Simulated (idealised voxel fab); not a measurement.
You're looking at the process module voxel wiring stack.
Section shown: cut. Width: 165 nm. Cell size: 5 nm, square.
In this document a cross-section is written as a grid of square cells. It is given as a series of bands, listed from the top down, and a band is one or more rows of cells.
Heights first: top, then bottom, in nm. Then materials, left to right, each with a width in nm. "edge to edge" on a single material: fills the band edge to edge. "air": empty space.
Below 0: as-received wafer, all one material; heights counted from there. Lowest band: no bottom, goes on down, written "top 0, no bottom".
Width spec "30 to 40" -> top row of cells at first value, bottom row at second value, equal per-row change in between.
"no change" (step): cross-section cells unchanged, all of them.
"Voids, enclosed" lists enclosed empty spaces (at least 8 cells, no open path upward to the top), each as width x height at distance from the left edge, in nm.
Past the settings on a step's line: simulator remark, on that step.
The optional step-line setting "overlay nm" applies to steps with a mask and quantifies how far to the right of its planned location the mask lay, a negative value indicating leftward placement.

-- The following list gives the planned process steps
1: RECEIVE, material Si
2: CONFORMAL_DEP, material SiO2, thk nm 15
3: CONFORMAL_DEP, material SiCN, thk nm 5
4: DIRECTIONAL_DEP, material lowk, thk nm 25
5: DIRECTIONAL_DEP, material aC, thk nm 10
6: PATTERN, tone open, mask id METAL_1, material resist, width nm 25, pitch nm 40, thk nm 25, overlay nm 0
7: DIRECTIONAL_ETCH, etch materials aC, depth nm 10
8: STRIP, etch materials resist
9: DIRECTIONAL_ETCH, etch materials lowk, depth nm 25
10: DIRECTIONAL_ETCH, etch materials SiCN, depth nm 5
11: STRIP, etch materials aC
12: CONFORMAL_DEP, material TiN, thk nm 5
13: FILL_DEP, material Cu, thk nm 10
14: CMP, height nm 45
15: CONFORMAL_DEP, material SiCN, thk nm 5
16: DIRECTIONAL_DEP, material SiO2, thk nm 20
17: PATTERN, tone open, mask id PLUG_1, material resist, width nm 15, pitch nm 40, thk nm 15, overlay nm 0
18: DIRECTIONAL_ETCH, etch materials SiO2, depth nm 20
19: DIRECTIONAL_ETCH, etch materials SiCN, depth nm 5
20: STRIP, etch materials resist
21: EPI, material Ru, thk nm 10
22: EPI, material Ru, thk nm 10
23: EPI, material Ru, thk nm 5
24: CONFORMAL_DEP, material SiCN, thk nm 5
25: DIRECTIONAL_DEP, material SiO2, thk nm 20
26: DIRECTIONAL_DEP, material aC, thk nm 10
27: PATTERN, tone open, mask id METAL_2, material resist, width nm 25, pitch nm 40, thk nm 25, overlay nm 0
28: DIRECTIONAL_ETCH, etch materials aC, depth nm 10
29: STRIP, etch materials resist
30: DIRECTIONAL_ETCH, etch materials SiO2, depth nm 20
31: DIRECTIONAL_ETCH, etch materials SiCN, depth nm 5
32: STRIP, etch materials aC
33: CONFORMAL_DEP, material TiN, thk nm 5
34: FILL_DEP, material W, thk nm 10
35: CMP, height nm 95
36: CONFORMAL_DEP, material SiN, thk nm 5

-- Account of the first of two wafers, which was processed as intended

-- Cross-section of the wafer as it came to us, i.e., already through step 1
> top 0, no bottom  Si edge to edge
> Voids, enclosed: none

-- The wafer, seen in cross-section, after step 2
> top 15, bottom 0  SiO2 edge to edge
> At heights below 0, the structure remains unaltered.

-- The wafer, seen in cross-section, after step 3
> top 20, bottom 15  SiCN edge to edge
> At heights below 15, the structure remains unaltered.

-- The wafer, seen in cross-section, after step 4
> top 45, bottom 20  lowk edge to edge
> At heights below 20, the structure remains unaltered.

-- The wafer, seen in cross-section, after step 5
> top 55, bottom 45  aC edge to edge
> At heights below 45, the structure remains unaltered.

-- The wafer, seen in cross-section, after step 6
> top 80, bottom 55  resist (30), then air (25), then resist (15), then air (25), then resist (15), then air (25), then resist (30)
> At heights below 55, the structure remains unaltered.

-- The wafer, seen in cross-section, after step 7
> top 70, bottom 55  resist (30), then air (25), then resist (15), then air (25), then resist (15), then air (25), then resist (30)
> top 55, bottom 45  aC (30), then air (25), then aC (15), then air (25), then aC (15), then air (25), then aC (30)
> At heights below 45, the structure remains unaltered.

-- The wafer, seen in cross-section, after step 8
> top 55, bottom 45  aC (30), then air (25), then aC (15), then air (25), then aC (15), then air (25), then aC (30)
> At heights below 45, the structure remains unaltered.

-- The wafer, seen in cross-section, after step 9
> top 55, bottom 45  aC (30), then air (25), then aC (15), then air (25), then aC (15), then air (25), then aC (30)
> top 45, bottom 20  lowk (30), then air (25), then lowk (15), then air (25), then lowk (15), then air (25), then lowk (30)
> At heights below 20, the structure remains unaltered.

-- The wafer, seen in cross-section, after step 10
> top 55, bottom 45  aC (30), then air (25), then aC (15), then air (25), then aC (15), then air (25), then aC (30)
> top 45, bottom 20  lowk (30), then air (25), then lowk (15), then air (25), then lowk (15), then air (25), then lowk (30)
> top 20, bottom 15  SiCN (30), then air (25), then SiCN (15), then air (25), then SiCN (15), then air (25), then SiCN (30)
> At heights below 15, the structure remains unaltered.

-- The wafer, seen in cross-section, after step 11
> top 45, bottom 20  lowk (30), then air (25), then lowk (15), then air (25), then lowk (15), then air (25), then lowk (30)
> At heights below 20, the structure remains unaltered.

-- The wafer, seen in cross-section, after step 12
> top 50, bottom 45  TiN (35), then air (15), then TiN (25), then air (15), then TiN (25), then air (15), then TiN (35)
> top 45, bottom 20  lowk (30), then TiN (5), then air (15), then TiN (5), then lowk (15), then TiN (5), then air (15), then TiN (5), then lowk (15), then TiN (5), then air (15), then TiN (5), then lowk (30)
> top 20, bottom 15  SiCN (30), then TiN (25), then SiCN (15), then TiN (25), then SiCN (15), then TiN (25), then SiCN (30)
> At heights below 15, the structure remains unaltered.

-- The wafer, seen in cross-section, after step 13
> top 60, bottom 50  Cu edge to edge
> top 50, bottom 45  TiN (35), then Cu (15), then TiN (25), then Cu (15), then TiN (25), then Cu (15), then TiN (35)
> top 45, bottom 20  lowk (30), then TiN (5), then Cu (15), then TiN (5), then lowk (15), then TiN (5), then Cu (15), then TiN (5), then lowk (15), then TiN (5), then Cu (15), then TiN (5), then lowk (30)
> At heights below 20, the structure remains unaltered.

-- The wafer, seen in cross-section, after step 14
> top 45, bottom 20  lowk (30), then TiN (5), then Cu (15), then TiN (5), then lowk (15), then TiN (5), then Cu (15), then TiN (5), then lowk (15), then TiN (5), then Cu (15), then TiN (5), then lowk (30)
> At heights below 20, the structure remains unaltered.

-- The wafer, seen in cross-section, after step 15
> top 50, bottom 45  SiCN edge to edge
> At heights below 45, the structure remains unaltered.

-- The wafer, seen in cross-section, after step 16
> top 70, bottom 50  SiO2 edge to edge
> At heights below 50, the structure remains unaltered.

-- The wafer, seen in cross-section, after step 17
> top 85, bottom 70  resist (30), then air (15), then resist (25), then air (15), then resist (25), then air (15), then resist (40)
> At heights below 70, the structure remains unaltered.

-- The wafer, seen in cross-section, after step 18
> top 85, bottom 70  resist (30), then air (15), then resist (25), then air (15), then resist (25), then air (15), then resist (40)
> top 70, bottom 50  SiO2 (30), then air (15), then SiO2 (25), then air (15), then SiO2 (25), then air (15), then SiO2 (40)
> At heights below 50, the structure remains unaltered.

-- The wafer, seen in cross-section, after step 19
> top 85, bottom 70  resist (30), then air (15), then resist (25), then air (15), then resist (25), then air (15), then resist (40)
> top 70, bottom 50  SiO2 (30), then air (15), then SiO2 (25), then air (15), then SiO2 (25), then air (15), then SiO2 (40)
> top 50, bottom 45  SiCN (30), then air (15), then SiCN (25), then air (15), then SiCN (25), then air (15), then SiCN (40)
> At heights below 45, the structure remains unaltered.

-- The wafer, seen in cross-section, after step 20
> top 70, bottom 50  SiO2 (30), then air (15), then SiO2 (25), then air (15), then SiO2 (25), then air (15), then SiO2 (40)
> At heights below 50, the structure remains unaltered.

-- The wafer, seen in cross-section, after step 21
> top 70, bottom 55  SiO2 (30), then air (15), then SiO2 (25), then air (15), then SiO2 (25), then air (15), then SiO2 (40)
> top 55, bottom 50  SiO2 (30), then Ru (15), then SiO2 (25), then Ru (15), then SiO2 (25), then Ru (15), then SiO2 (40)
> top 50, bottom 45  SiCN (30), then Ru (15), then SiCN (25), then Ru (15), then SiCN (25), then Ru (15), then SiCN (40)
> At heights below 45, the structure remains unaltered.

-- The wafer, seen in cross-section, after step 22
> top 70, bottom 65  SiO2 (30), then air (15), then SiO2 (25), then air (15), then SiO2 (25), then air (15), then SiO2 (40)
> top 65, bottom 50  SiO2 (30), then Ru (15), then SiO2 (25), then Ru (15), then SiO2 (25), then Ru (15), then SiO2 (40)
> At heights below 50, the structure remains unaltered.

-- The wafer, seen in cross-section, after step 23
> top 70, bottom 50  SiO2 (30), then Ru (15), then SiO2 (25), then Ru (15), then SiO2 (25), then Ru (15), then SiO2 (40)
> At heights below 50, the structure remains unaltered.

-- The wafer, seen in cross-section, after step 24
> top 75, bottom 70  SiCN edge to edge
> At heights below 70, the structure remains unaltered.

-- The wafer, seen in cross-section, after step 25
> top 95, bottom 75  SiO2 edge to edge
> At heights below 75, the structure remains unaltered.

-- The wafer, seen in cross-section, after step 26
> top 105, bottom 95  aC edge to edge
> At heights below 95, the structure remains unaltered.

-- The wafer, seen in cross-section, after step 27
> top 130, bottom 105  resist (30), then air (25), then resist (15), then air (25), then resist (15), then air (25), then resist (30)
> At heights below 105, the structure remains unaltered.

-- The wafer, seen in cross-section, after step 28
> top 120, bottom 105  resist (30), then air (25), then resist (15), then air (25), then resist (15), then air (25), then resist (30)
> top 105, bottom 95  aC (30), then air (25), then aC (15), then air (25), then aC (15), then air (25), then aC (30)
> At heights below 95, the structure remains unaltered.

-- The wafer, seen in cross-section, after step 29
> top 105, bottom 95  aC (30), then air (25), then aC (15), then air (25), then aC (15), then air (25), then aC (30)
> At heights below 95, the structure remains unaltered.

-- The wafer, seen in cross-section, after step 30
> top 105, bottom 95  aC (30), then air (25), then aC (15), then air (25), then aC (15), then air (25), then aC (30)
> top 95, bottom 75  SiO2 (30), then air (25), then SiO2 (15), then air (25), then SiO2 (15), then air (25), then SiO2 (30)
> At heights below 75, the structure remains unaltered.

-- The wafer, seen in cross-section, after step 31
> top 105, bottom 95  aC (30), then air (25), then aC (15), then air (25), then aC (15), then air (25), then aC (30)
> top 95, bottom 75  SiO2 (30), then air (25), then SiO2 (15), then air (25), then SiO2 (15), then air (25), then SiO2 (30)
> top 75, bottom 70  SiCN (30), then air (25), then SiCN (15), then air (25), then SiCN (15), then air (25), then SiCN (30)
> At heights below 70, the structure remains unaltered.

-- The wafer, seen in cross-section, after step 32
> top 95, bottom 75  SiO2 (30), then air (25), then SiO2 (15), then air (25), then SiO2 (15), then air (25), then SiO2 (30)
> At heights below 75, the structure remains unaltered.

-- The wafer, seen in cross-section, after step 33
> top 100, bottom 95  TiN (35), then air (15), then TiN (25), then air (15), then TiN (25), then air (15), then TiN (35)
> top 95, bottom 75  SiO2 (30), then TiN (5), then air (15), then TiN (5), then SiO2 (15), then TiN (5), then air (15), then TiN (5), then SiO2 (15), then TiN (5), then air (15), then TiN (5), then SiO2 (30)
> top 75, bottom 70  SiCN (30), then TiN (25), then SiCN (15), then TiN (25), then SiCN (15), then TiN (25), then SiCN (30)
> At heights below 70, the structure remains unaltered.

-- The wafer, seen in cross-section, after step 34
> top 110, bottom 100  W edge to edge
> top 100, bottom 95  TiN (35), then W (15), then TiN (25), then W (15), then TiN (25), then W (15), then TiN (35)
> top 95, bottom 75  SiO2 (30), then TiN (5), then W (15), then TiN (5), then SiO2 (15), then TiN (5), then W (15), then TiN (5), then SiO2 (15), then TiN (5), then W (15), then TiN (5), then SiO2 (30)
> At heights below 75, the structure remains unaltered.

-- The wafer, seen in cross-section, after step 35
> top 95, bottom 75  SiO2 (30), then TiN (5), then W (15), then TiN (5), then SiO2 (15), then TiN (5), then W (15), then TiN (5), then SiO2 (15), then TiN (5), then W (15), then TiN (5), then SiO2 (30)
> At heights below 75, the structure remains unaltered.

-- The wafer, seen in cross-section, after step 36
> top 100, bottom 95  SiN edge to edge
> At heights below 95, the structure remains unaltered.

-- It is to be noted that the second wafer proceeded from the same initial state and according to the same plan as the first, although one mistake was committed in its execution; through step 26, inclusive, the two wafers share an identical history

-- Second wafer shown in cross-section at the time step 27 was slated to end
> top 130, bottom 105  resist (25), then air (25), then resist (15), then air (25), then resist (15), then air (25), then resist (35)
> At heights below 105, the structure remains unaltered.

-- Second wafer shown in cross-section at the time step 28 was slated to end
> top 120, bottom 105  resist (25), then air (25), then resist (15), then air (25), then resist (15), then air (25), then resist (35)
> top 105, bottom 95  aC (25), then air (25), then aC (15), then air (25), then aC (15), then air (25), then aC (35)
> At heights below 95, the structure remains unaltered.

-- Second wafer shown in cross-section at the time step 29 was slated to end
> top 105, bottom 95  aC (25), then air (25), then aC (15), then air (25), then aC (15), then air (25), then aC (35)
> At heights below 95, the structure remains unaltered.

-- Second wafer shown in cross-section at the time step 30 was slated to end
> top 105, bottom 95  aC (25), then air (25), then aC (15), then air (25), then aC (15), then air (25), then aC (35)
> top 95, bottom 75  SiO2 (25), then air (25), then SiO2 (15), then air (25), then SiO2 (15), then air (25), then SiO2 (35)
> At heights below 75, the structure remains unaltered.

-- Second wafer shown in cross-section at the time step 31 was slated to end
> top 105, bottom 95  aC (25), then air (25), then aC (15), then air (25), then aC (15), then air (25), then aC (35)
> top 95, bottom 75  SiO2 (25), then air (25), then SiO2 (15), then air (25), then SiO2 (15), then air (25), then SiO2 (35)
> top 75, bottom 70  SiCN (25), then air (25), then SiCN (15), then air (25), then SiCN (15), then air (25), then SiCN (35)
> At heights below 70, the structure remains unaltered.

-- Second wafer shown in cross-section at the time step 32 was slated to end
> top 95, bottom 75  SiO2 (25), then air (25), then SiO2 (15), then air (25), then SiO2 (15), then air (25), then SiO2 (35)
> At heights below 75, the structure remains unaltered.

-- Second wafer shown in cross-section at the time step 33 was slated to end
> top 100, bottom 95  TiN (30), then air (15), then TiN (25), then air (15), then TiN (25), then air (15), then TiN (40)
> top 95, bottom 75  SiO2 (25), then TiN (5), then air (15), then TiN (5), then SiO2 (15), then TiN (5), then air (15), then TiN (5), then SiO2 (15), then TiN (5), then air (15), then TiN (5), then SiO2 (35)
> top 75, bottom 70  SiCN (25), then TiN (25), then SiCN (15), then TiN (25), then SiCN (15), then TiN (25), then SiCN (35)
> At heights below 70, the structure remains unaltered.

-- Second wafer shown in cross-section at the time step 34 was slated to end
> top 110, bottom 100  W edge to edge
> top 100, bottom 95  TiN (30), then W (15), then TiN (25), then W (15), then TiN (25), then W (15), then TiN (40)
> top 95, bottom 75  SiO2 (25), then TiN (5), then W (15), then TiN (5), then SiO2 (15), then TiN (5), then W (15), then TiN (5), then SiO2 (15), then TiN (5), then W (15), then TiN (5), then SiO2 (35)
> At heights below 75, the structure remains unaltered.

-- Second wafer shown in cross-section at the time step 35 was slated to end
> top 95, bottom 75  SiO2 (25), then TiN (5), then W (15), then TiN (5), then SiO2 (15), then TiN (5), then W (15), then TiN (5), then SiO2 (15), then TiN (5), then W (15), then TiN (5), then SiO2 (35)
> At heights below 75, the structure remains unaltered.

-- Second wafer shown in cross-section at the time step 36 was slated to end
> top 100, bottom 95  SiN edge to edge
> At heights below 95, the structure remains unaltered.
What broke from the plan during processing? so step 27 ended up running with a different setting than we planned, it ran as PATTERN, tone open, mask id METAL_2, material resist, width nm 25, pitch nm 40, thk nm 25, overlay nm -5
Upon completion, the cell count for each material on the second wafer equals that on the first, whereas the spatial distribution of those cells differs.
